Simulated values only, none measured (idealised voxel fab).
Title: Process Module voxel capacitor over wiring
FYI the section here is cut, 235 nm wide, cells are 5 nm squares.
A cross-section is written here as square cells arranged in a grid, and it is given in bands from the top down, each band taking up one or more rows of cells.
Heads up on the band format: heights come first, top then bottom, in nm. After that it's the materials left to right, each with its width in nm. A single material flagged "edge to edge" fills the whole band edge to edge, and "empty" means there's empty space there.
We count height from 0. Below that, the starting wafer is all one material. The lowest band never ends at the bottom but goes on down; see "0..down" for how that is written.
Top row gets the first number, bottom row gets the second, and each row in between changes by the same step: that is how a band width like "30..40" works.
When a step is marked "no change", none of the cells in the cross-section changed during that step.
Basically, "Listed closed voids" tells you about the enclosed voids: empty spaces with no open way to the top, 8 cells or bigger, each written width x height at distance, where distance is from the left edge, all in nm.
Post-settings text on a step line: simulator's own remark regarding the step.
"overlay nm" answers the question of how far to the right of plan the mask lay on a step that has a mask, and when it is negative the answer is to the left.
## Planned process steps
step 1: RECEIVE,material Si
step 2: CONFORMAL_DEP,material SiO2,thk nm 15
step 3: CONFORMAL_DEP,material SiCN,thk nm 5
step 4: DIRECTIONAL_DEP,material lowk,thk nm 20
step 5: DIRECTIONAL_DEP,material aC,thk nm 10
step 6: PATTERN,tone open,mask id METAL_1,material resist,width nm 25,pitch nm 85,thk nm 25,overlay nm 0
step 7: DIRECTIONAL_ETCH,etch materials aC,depth nm 10
step 8: STRIP,etch materials resist
step 9: DIRECTIONAL_ETCH,etch materials lowk,depth nm 20
step 10: DIRECTIONAL_ETCH,etch materials SiCN,depth nm 5
step 11: STRIP,etch materials aC
step 12: CONFORMAL_DEP,material TiN,thk nm 5
step 13: FILL_DEP,material Cu,thk nm 10
step 14: CMP,height nm 40
step 15: CONFORMAL_DEP,material SiCN,thk nm 5
step 16: DIRECTIONAL_DEP,material SiO2,thk nm 15
step 17: PATTERN,tone open,mask id PLUG_1,material resist,width nm 15,thk nm 20,overlay nm 0
step 18: DIRECTIONAL_ETCH,etch materials SiO2,depth nm 15
step 19: DIRECTIONAL_ETCH,etch materials SiCN,depth nm 5
step 20: STRIP,etch materials resist
step 21: CONFORMAL_DEP,material TiN,thk nm 5
step 22: FILL_DEP,material Ru,thk nm 10
step 23: CMP,height nm 60
step 24: DIRECTIONAL_DEP,material TiN,thk nm 5
step 25: DIRECTIONAL_DEP,material HfO2,thk nm 5
step 26: DIRECTIONAL_DEP,material TiN,thk nm 5
step 27: PATTERN,tone cover,mask id UPPER_PLATE,material resist,width nm 65,thk nm 20,overlay nm 0
step 28: DIRECTIONAL_ETCH,etch materials TiN,depth nm 5
step 29: DIRECTIONAL_ETCH,etch materials HfO2,depth nm 5
step 30: STRIP,etch materials resist
step 31: MASKED_ETCH,tone cover,mask id LOWER_PLATE,width nm 75,etch materials TiN,depth nm 5,overlay nm 0
step 32: FILL_DEP,material SiO2,thk nm 15
step 33: CMP,height nm 85
step 34: PATTERN,tone open,mask id PLUG_2,material resist,width nm 15,thk nm 20,overlay nm 0
step 35: DIRECTIONAL_ETCH,etch materials SiO2,depth nm 10
step 36: STRIP,etch materials resist
step 37: CONFORMAL_DEP,material TiN,thk nm 5
step 38: FILL_DEP,material W,thk nm 5
step 39: CMP,height nm 85
step 40: CONFORMAL_DEP,material SiN,thk nm 5
## Concerning the first of two wafers, which was run in accordance with the plan
## This is the cross-section of the wafer as we received it, i.e. after step 1
  0..down  Si edge to edge
  Listed closed voids: none
## Cross-sectional representation of the wafer at the conclusion of step 2
  15..0  SiO2 edge to edge
  Note: structure below 0 unchanged.
## Cross-sectional representation of the wafer at the conclusion of step 3
  20..15  SiCN edge to edge
  Note: structure below 15 unchanged.
## Cross-sectional representation of the wafer at the conclusion of step 4
  40..20  lowk edge to edge
  Note: structure below 20 unchanged.
## Cross-sectional representation of the wafer at the conclusion of step 5
  50..40  aC edge to edge
  Note: structure below 40 unchanged.
## Cross-sectional representation of the wafer at the conclusion of step 6
  75..50  60 of resist | 25 of empty | 60 of resist | 25 of empty | 65 of resist
  Note: structure below 50 unchanged.
## Cross-sectional representation of the wafer at the conclusion of step 7
  65..50  60 of resist | 25 of empty | 60 of resist | 25 of empty | 65 of resist
  50..40  60 of aC | 25 of empty | 60 of aC | 25 of empty | 65 of aC
  Note: structure below 40 unchanged.
## Cross-sectional representation of the wafer at the conclusion of step 8
  50..40  60 of aC | 25 of empty | 60 of aC | 25 of empty | 65 of aC
  Note: structure below 40 unchanged.
## Cross-sectional representation of the wafer at the conclusion of step 9
  50..40  60 of aC | 25 of empty | 60 of aC | 25 of empty | 65 of aC
  40..20  60 of lowk | 25 of empty | 60 of lowk | 25 of empty | 65 of lowk
  Note: structure below 20 unchanged.
## Cross-sectional representation of the wafer at the conclusion of step 10
  50..40  60 of aC | 25 of empty | 60 of aC | 25 of empty | 65 of aC
  40..20  60 of lowk | 25 of empty | 60 of lowk | 25 of empty | 65 of lowk
  20..15  60 of SiCN | 25 of empty | 60 of SiCN | 25 of empty | 65 of SiCN
  Note: structure below 15 unchanged.
## Cross-sectional representation of the wafer at the conclusion of step 11
  40..20  60 of lowk | 25 of empty | 60 of lowk | 25 of empty | 65 of lowk
  Note: structure below 20 unchanged.
## Cross-sectional representation of the wafer at the conclusion of step 12
  45..40  65 of TiN | 15 of empty | 70 of TiN | 15 of empty | 70 of TiN
  40..20  60 of lowk | 5 of TiN | 15 of empty | 5 of TiN | 60 of lowk | 5 of TiN | 15 of empty | 5 of TiN | 65 of lowk
  20..15  60 of SiCN | 25 of TiN | 60 of SiCN | 25 of TiN | 65 of SiCN
  Note: structure below 15 unchanged.
## Cross-sectional representation of the wafer at the conclusion of step 13
  55..45  Cu edge to edge
  45..40  65 of TiN | 15 of Cu | 70 of TiN | 15 of Cu | 70 of TiN
  40..20  60 of lowk | 5 of TiN | 15 of Cu | 5 of TiN | 60 of lowk | 5 of TiN | 15 of Cu | 5 of TiN | 65 of lowk
  Note: structure below 20 unchanged.
## Cross-sectional representation of the wafer at the conclusion of step 14
  40..20  60 of lowk | 5 of TiN | 15 of Cu | 5 of TiN | 60 of lowk | 5 of TiN | 15 of Cu | 5 of TiN | 65 of lowk
  Note: structure below 20 unchanged.
## Cross-sectional representation of the wafer at the conclusion of step 15
  45..40  SiCN edge to edge
  Note: structure below 40 unchanged.
## Cross-sectional representation of the wafer at the conclusion of step 16
  60..45  SiO2 edge to edge
  Note: structure below 45 unchanged.
## Cross-sectional representation of the wafer at the conclusion of step 17
  80..60  70 of resist | 15 of empty | 150 of resist
  Note: structure below 60 unchanged.
## Cross-sectional representation of the wafer at the conclusion of step 18
  80..60  70 of resist | 15 of empty | 150 of resist
  60..45  70 of SiO2 | 15 of empty | 150 of SiO2
  Note: structure below 45 unchanged.
## Cross-sectional representation of the wafer at the conclusion of step 19
  80..60  70 of resist | 15 of empty | 150 of resist
  60..45  70 of SiO2 | 15 of empty | 150 of SiO2
  45..40  70 of SiCN | 15 of empty | 150 of SiCN
  Note: structure below 40 unchanged.
## Cross-sectional representation of the wafer at the conclusion of step 20
  60..45  70 of SiO2 | 15 of empty | 150 of SiO2
  Note: structure below 45 unchanged.
## Cross-sectional representation of the wafer at the conclusion of step 21
  65..60  75 of TiN | 5 of empty | 155 of TiN
  60..45  70 of SiO2 | 5 of TiN | 5 of empty | 5 of TiN | 150 of SiO2
  45..40  70 of SiCN | 15 of TiN | 150 of SiCN
  Note: structure below 40 unchanged.
## Cross-sectional representation of the wafer at the conclusion of step 22
  75..65  Ru edge to edge
  65..60  75 of TiN | 5 of Ru | 155 of TiN
  60..45  70 of SiO2 | 5 of TiN | 5 of Ru | 5 of TiN | 150 of SiO2
  Note: structure below 45 unchanged.
## Cross-sectional representation of the wafer at the conclusion of step 23
  60..45  70 of SiO2 | 5 of TiN | 5 of Ru | 5 of TiN | 150 of SiO2
  Note: structure below 45 unchanged.
## Cross-sectional representation of the wafer at the conclusion of step 24
  65..60  TiN edge to edge
  Note: structure below 60 unchanged.
## Cross-sectional representation of the wafer at the conclusion of step 25
  70..65  HfO2 edge to edge
  Note: structure below 65 unchanged.
## Cross-sectional representation of the wafer at the conclusion of step 26
  75..70  TiN edge to edge
  Note: structure below 70 unchanged.
## Cross-sectional representation of the wafer at the conclusion of step 27
  95..75  70 of empty | 65 of resist | 100 of empty
  Note: structure below 75 unchanged.
## Cross-sectional representation of the wafer at the conclusion of step 28
  95..75  70 of empty | 65 of resist | 100 of empty
  75..70  70 of empty | 65 of TiN | 100 of empty
  Note: structure below 70 unchanged.
## Cross-sectional representation of the wafer at the conclusion of step 29
  95..75  70 of empty | 65 of resist | 100 of empty
  75..70  70 of empty | 65 of TiN | 100 of empty
  70..65  70 of empty | 65 of HfO2 | 100 of empty
  Note: structure below 65 unchanged.
## Cross-sectional representation of the wafer at the conclusion of step 30
  75..70  70 of empty | 65 of TiN | 100 of empty
  Note: structure below 70 unchanged.
## Cross-sectional representation of the wafer at the conclusion of step 31
  75..70  70 of empty | 65 of TiN | 100 of empty
  70..65  70 of empty | 65 of HfO2 | 100 of empty
  65..60  65 of empty | 75 of TiN | 95 of empty
  Note: structure below 60 unchanged.
## Cross-sectional representation of the wafer at the conclusion of step 32
  90..75  SiO2 edge to edge
  75..70  70 of SiO2 | 65 of TiN | 100 of SiO2
  70..65  70 of SiO2 | 65 of HfO2 | 100 of SiO2
  65..60  65 of SiO2 | 75 of TiN | 95 of SiO2
  Note: structure below 60 unchanged.
## Cross-sectional representation of the wafer at the conclusion of step 33
  85..75  SiO2 edge to edge
  Note: structure below 75 unchanged.
## Cross-sectional representation of the wafer at the conclusion of step 34
  105..85  80 of resist | 15 of empty | 140 of resist
  Note: structure below 85 unchanged.
## Cross-sectional representation of the wafer at the conclusion of step 35
  105..85  80 of resist | 15 of empty | 140 of resist
  85..75  80 of SiO2 | 15 of empty | 140 of SiO2
  Note: structure below 75 unchanged.
## Cross-sectional representation of the wafer at the conclusion of step 36
  85..75  80 of SiO2 | 15 of empty | 140 of SiO2
  Note: structure below 75 unchanged.
## Cross-sectional representation of the wafer at the conclusion of step 37
  90..85  85 of TiN | 5 of empty | 145 of TiN
  85..80  80 of SiO2 | 5 of TiN | 5 of empty | 5 of TiN | 140 of SiO2
  80..70  80..70 of SiO2 | 15..65 of TiN | 140..100 of SiO2
  Note: structure below 70 unchanged.
## Cross-sectional representation of the wafer at the conclusion of step 38
  95..90  W edge to edge
  90..85  85 of TiN | 5 of W | 145 of TiN
  85..80  80 of SiO2 | 5 of TiN | 5 of W | 5 of TiN | 140 of SiO2
  Note: structure below 80 unchanged.
## Cross-sectional representation of the wafer at the conclusion of step 39
  85..80  80 of SiO2 | 5 of TiN | 5 of W | 5 of TiN | 140 of SiO2
  Note: structure below 80 unchanged.
## Cross-sectional representation of the wafer at the conclusion of step 40
  90..85  SiN edge to edge
  Note: structure below 85 unchanged.
## Notes, second wafer: start = first wafer's, plan = first wafer's, execution had one mistake; history identical to first through step 30
## Second wafer at the planned finish of step 31, seen in cross-section
  75..70  70 of empty | 65 of TiN | 100 of empty
  70..65  70 of empty | 65 of HfO2 | 100 of empty
  65..60  60 of empty | 75 of TiN | 100 of empty
  Note: structure below 60 unchanged.
## Second wafer at the planned finish of step 32, seen in cross-section
  90..75  SiO2 edge to edge
  75..70  70 of SiO2 | 65 of TiN | 100 of SiO2
  70..65  70 of SiO2 | 65 of HfO2 | 100 of SiO2
  65..60  60 of SiO2 | 75 of TiN | 100 of SiO2
  Note: structure below 60 unchanged.
## Second wafer at the planned finish of step 33, seen in cross-section
  85..75  SiO2 edge to edge
  Note: structure below 75 unchanged.
## Second wafer at the planned finish of step 34, seen in cross-section
  105..85  80 of resist | 15 of empty | 140 of resist
  Note: structure below 85 unchanged.
## Second wafer at the planned finish of step 35, seen in cross-section
  105..85  80 of resist | 15 of empty | 140 of resist
  85..75  80 of SiO2 | 15 of empty | 140 of SiO2
  Note: structure below 75 unchanged.
## Second wafer at the planned finish of step 36, seen in cross-section
  85..75  80 of SiO2 | 15 of empty | 140 of SiO2
  Note: structure below 75 unchanged.
## Second wafer at the planned finish of step 37, seen in cross-section
  90..85  85 of TiN | 5 of empty | 145 of TiN
  85..80  80 of SiO2 | 5 of TiN | 5 of empty | 5 of TiN | 140 of SiO2
  80..70  80..70 of SiO2 | 15..65 of TiN | 140..100 of SiO2
  Note: structure below 70 unchanged.
## Second wafer at the planned finish of step 38, seen in cross-section
  95..90  W edge to edge
  90..85  85 of TiN | 5 of W | 145 of TiN
  85..80  80 of SiO2 | 5 of TiN | 5 of W | 5 of TiN | 140 of SiO2
  Note: structure below 80 unchanged.
## Second wafer at the planned finish of step 39, seen in cross-section
  85..80  80 of SiO2 | 5 of TiN | 5 of W | 5 of TiN | 140 of SiO2
  Note: structure below 80 unchanged.
## Second wafer at the planned finish of step 40, seen in cross-section
  90..85  SiN edge to edge
  Note: structure below 85 unchanged.
Nonconformance to the process plan: step 31 did not happen as planned, as run it was MASKED_ETCH,tone cover,mask id LOWER_PLATE,width nm 75,etch materials TiN,depth nm 5,overlay nm -5
At the close, every material occupies the same number of cells on the second wafer as on the first, only in different positions.
